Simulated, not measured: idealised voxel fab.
Proc. module: voxel capacitor over wiring
The width of the displayed cross-section, cut, is 275 nm; its cells are square, with a size of 5 nm.
When this document writes out a cross-section, it uses a grid of square cells and lists it as bands, beginning at the top and moving down, with a band standing for one or more rows of cells. For a band, the entry starts with two heights in nm, that of the top and then that of the bottom, and carries on with the band's materials in order from left to right, each alongside its width in nm; the word "everywhere" beside a single material means it fills the band edge to edge, and "empty" means empty space. Below 0: as-received wafer, all one material; heights counted from there. Lowest band: no bottom, goes on down, written "0 down". The two numbers in a width such as "30->40" mark its ends across the band: the first belongs to the top row of cells, the second to the bottom row, and from each row to the next the width moves by the same amount. Key: "remained the same" - step with no changed cell in the cross-section. Voids not open to the top, 8 cells minimum: see "Sealed internal cavities". Written width x height at distance; distance is from the left edge; nm. Where a step's line continues beyond its settings, the continuation is a remark by the simulator itself on that step. overlay nm: for a step with a mask, the amount by which the mask lay right of where it was planned; a negative amount means left of it.
[This section lists the process steps that were planned]
- 1: RECEIVE (material Si)
- 2: CONFORMAL_DEP (material SiO2; thk nm 15)
- 3: DIRECTIONAL_DEP (material TiN; thk nm 5)
- 4: DIRECTIONAL_DEP (material W; thk nm 20)
- 5: MASKED_ETCH (tone cover; mask id METAL_1; width nm 30; pitch nm 95; etch materials W; depth nm 20; overlay nm 0)
- 6: MASKED_ETCH (tone cover; mask id METAL_1; width nm 30; pitch nm 95; etch materials TiN; depth nm 5; overlay nm 0)
- 7: CONFORMAL_DEP (material SiCN; thk nm 5)
- 8: FILL_DEP (material lowk; thk nm 10)
- 9: CMP (height nm 40)
- 10: CONFORMAL_DEP (material SiCN; thk nm 5)
- 11: DIRECTIONAL_DEP (material SiO2; thk nm 15)
- 12: PATTERN (tone open; mask id PLUG_1; material resist; width nm 15; thk nm 20; overlay nm 0)
- 13: DIRECTIONAL_ETCH (etch materials SiO2; depth nm 15)
- 14: DIRECTIONAL_ETCH (etch materials SiCN; depth nm 5)
- 15: STRIP (etch materials resist)
- 16: CONFORMAL_DEP (material TiN; thk nm 5)
- 17: FILL_DEP (material Cu; thk nm 5)
- 18: CMP (height nm 60)
- 19: DIRECTIONAL_DEP (material TiN; thk nm 5)
- 20: DIRECTIONAL_DEP (material Al2O3; thk nm 5)
- 21: DIRECTIONAL_DEP (material TiN; thk nm 10)
- 22: DIRECTIONAL_DEP (material aC; thk nm 5)
- 23: PATTERN (tone cover; mask id UPPER_PLATE; material resist; width nm 70; thk nm 30; overlay nm 0)
- 24: DIRECTIONAL_ETCH (etch materials aC; depth nm 10)
- 25: STRIP (etch materials resist)
- 26: DIRECTIONAL_ETCH (etch materials TiN; depth nm 10)
- 27: DIRECTIONAL_ETCH (etch materials Al2O3; depth nm 5)
- 28: STRIP (etch materials aC)
- 29: MASKED_ETCH (tone cover; mask id LOWER_PLATE; width nm 80; etch materials TiN; depth nm 5; overlay nm 0)
- 30: FILL_DEP (material SiO2; thk nm 20)
- 31: CMP (height nm 95)
- 32: DIRECTIONAL_DEP (material aC; thk nm 10)
- 33: PATTERN (tone open; mask id PLUG_2; material resist; width nm 15; thk nm 30; overlay nm 0)
- 34: DIRECTIONAL_ETCH (etch materials aC; depth nm 10)
- 35: STRIP (etch materials resist)
- 36: DIRECTIONAL_ETCH (etch materials SiO2; depth nm 15)
- 37: STRIP (etch materials aC)
- 38: CONFORMAL_DEP (material TiN; thk nm 5)
- 39: FILL_DEP (material Ru; thk nm 5)
- 40: CMP (height nm 95)
- 41: CONFORMAL_DEP (material SiCN; thk nm 5)
Keep in mind the plan's value for the thk nm of step 22 comes from the first wafer; the wafers don't share that setting, but they do share the same starting point.
[After step 1, as received: first of several wafers, cross-section]
> 0 down: Si everywhere
> Sealed internal cavities: none
[First of several wafers in cross-section at module end, following the final step, step 41]
> 100 to 95: SiCN everywhere
> 95 to 85: 100 of SiO2, then 5 of TiN, then 5 of Ru, then 5 of TiN, then 160 of SiO2
> 85 to 80: 100 of SiO2, then 15 of TiN, then 160 of SiO2
> 80 to 70: 90 of SiO2, then 70 of TiN, then 115 of SiO2
> 70 to 65: 90 of SiO2, then 70 of Al2O3, then 115 of SiO2
> 65 to 60: 85 of SiO2, then 80 of TiN, then 110 of SiO2
> 60 to 45: 90 of SiO2, then 5 of TiN, then 5 of Cu, then 5 of TiN, then 170 of SiO2
> 45 to 40: 90 of SiCN, then 15 of TiN, then 170 of SiCN
> 40 to 20: 70 of lowk, then 5 of SiCN, then 30 of W, then 5 of SiCN, then 55 of lowk, then 5 of SiCN, then 30 of W, then 5 of SiCN, then 70 of lowk
> 20 to 15: 75 of SiCN, then 30 of TiN, then 65 of SiCN, then 30 of TiN, then 75 of SiCN
> 15 to 0: SiO2 everywhere
> 0 down: Si everywhere
> Sealed internal cavities: none
[Last wafer x-sec, end of module]
> 100 to 95: SiCN everywhere
> 95 to 85: 100 of SiO2, then 5 of TiN, then 5 of Ru, then 5 of TiN, then 160 of SiO2
> 85 to 75: 100->85 of SiO2, then 15->80 of TiN, then 160->110 of SiO2
> 75 to 70: TiN everywhere
> 70 to 65: Al2O3 everywhere
> 65 to 60: TiN everywhere
> 60 to 45: 90 of SiO2, then 5 of TiN, then 5 of Cu, then 5 of TiN, then 170 of SiO2
> 45 to 40: 90 of SiCN, then 15 of TiN, then 170 of SiCN
> 40 to 20: 70 of lowk, then 5 of SiCN, then 30 of W, then 5 of SiCN, then 55 of lowk, then 5 of SiCN, then 30 of W, then 5 of SiCN, then 70 of lowk
> 20 to 15: 75 of SiCN, then 30 of TiN, then 65 of SiCN, then 30 of TiN, then 75 of SiCN
> 15 to 0: SiO2 everywhere
> 0 down: Si everywhere
> Sealed internal cavities: none
[The rows of the table below are wafers. Looking at the end of the module, a row counts, for every material, the cells the wafer has gained, shown as (+), or lost, shown as (-), since it was received; its closed voids come next]
thk nm 5 | +14 Al2O3 | +3 Cu | +2 Ru | +166 SiCN | +639 SiO2 | +72 TiN | +48 W | +156 lowk | Sealed internal cavities: none
thk nm 10 | +14 Al2O3 | +3 Cu | +2 Ru | +166 SiCN | +639 SiO2 | +72 TiN | +48 W | +156 lowk | Sealed internal cavities: none
thk nm 15 | +55 Al2O3 | +3 Cu | +2 Ru | +166 SiCN | +516 SiO2 | +154 TiN | +48 W | +156 lowk | Sealed internal cavities: none
thk nm 20 | +55 Al2O3 | +3 Cu | +2 Ru | +166 SiCN | +516 SiO2 | +154 TiN | +48 W | +156 lowk | Sealed internal cavities: none
thk nm 25 | +55 Al2O3 | +3 Cu | +2 Ru | +166 SiCN | +516 SiO2 | +154 TiN | +48 W | +156 lowk | Sealed internal cavities: none
